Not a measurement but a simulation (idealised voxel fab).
Module name: voxel air gaps (process module)
FYI the section here is cut, 255 nm wide, cells are 5 nm squares.
When this document writes out a cross-section, it uses a grid of square cells and lists it as bands, beginning at the top and moving down, with a band standing for one or more rows of cells. The entry gives the band's vertical extent as a top height and a bottom height in nm, then its horizontal make-up as materials from left to right, each with a width in nm. "blank" stands for empty space; a single material marked "throughout" fills the band edge to edge. Heights are expressed relative to 0, this being the level below which the as-received wafer comprises one material exclusively. The lowest band is unbounded in the downward direction and is denoted as in "0 nm and below". Quick explanation for "30->40": the width changes in equal steps down the rows of cells, from the first number in the band's top row to the second number in its bottom row. Where the words "no alteration" appear for a step, the cross-section shows no cell changed by that step; every cell remained as before. Listed in "Closed cavity list": every empty space of 8 or more cells without an open way to the top. Form: width x height at distance, the distance being from the left edge, all in nm. What comes after the settings on a step's line is commentary from the simulator itself on that step. On any step carrying a mask, the "overlay nm" setting, if present on the step's line, tells how far right of its planned place the mask lay; negative values point to the left.
These are the steps we planned for the process:
- 1: op RECEIVE | material Si
- 2: op CONFORMAL_DEP | material SiO2 | thk nm 15
- 3: op CONFORMAL_DEP | material SiN | thk nm 5
- 4: op DIRECTIONAL_DEP | material SiO2 | thk nm 35
- 5: op MASKED_ETCH | tone open | mask id LINES | width nm 15 | pitch nm 45 | etch materials SiO2 | depth nm 35 | overlay nm 0
- 6: op CONFORMAL_DEP | material TiN | thk nm 5
- 7: op FILL_DEP | material W | thk nm 10
- 8: op CMP | height nm 55
- 9: op EPI | material Ru | thk nm 10
- 10: op SELECTIVE_ETCH | etch materials SiO2 | depth nm 45
- 11: op CONFORMAL_DEP | material SiN | thk nm 5
Cross-section of the wafer as it came to us, i.e., already through step 1:
	0 nm and below  Si throughout
	Closed cavity list: none
End state of the module in cross-section, given the above starting point and plan and one mistake in execution:
	70 nm to 65 nm  SiN throughout
	65 nm to 55 nm  Ru throughout
	55 nm to 45 nm  W throughout
	45 nm to 40 nm  TiN=55; W=5; TiN=40; W=5; TiN=40; W=5; TiN=40; W=5; TiN=60
	40 nm to 10 nm  SiO2=50; TiN=5; W=5; TiN=5; SiO2=30; TiN=5; W=5; TiN=5; SiO2=30; TiN=5; W=5; TiN=5; SiO2=30; TiN=5; W=5; TiN=5; SiO2=55
	10 nm to 5 nm  SiO2=50; TiN=15; SiO2=30; TiN=15; SiO2=30; TiN=15; SiO2=30; TiN=15; SiO2=55
	5 nm to 0 nm  SiN throughout
	0 nm and below  Si throughout
	Closed cavity list: none
Error vs. plan: plan step 2 never ran because it was skipped
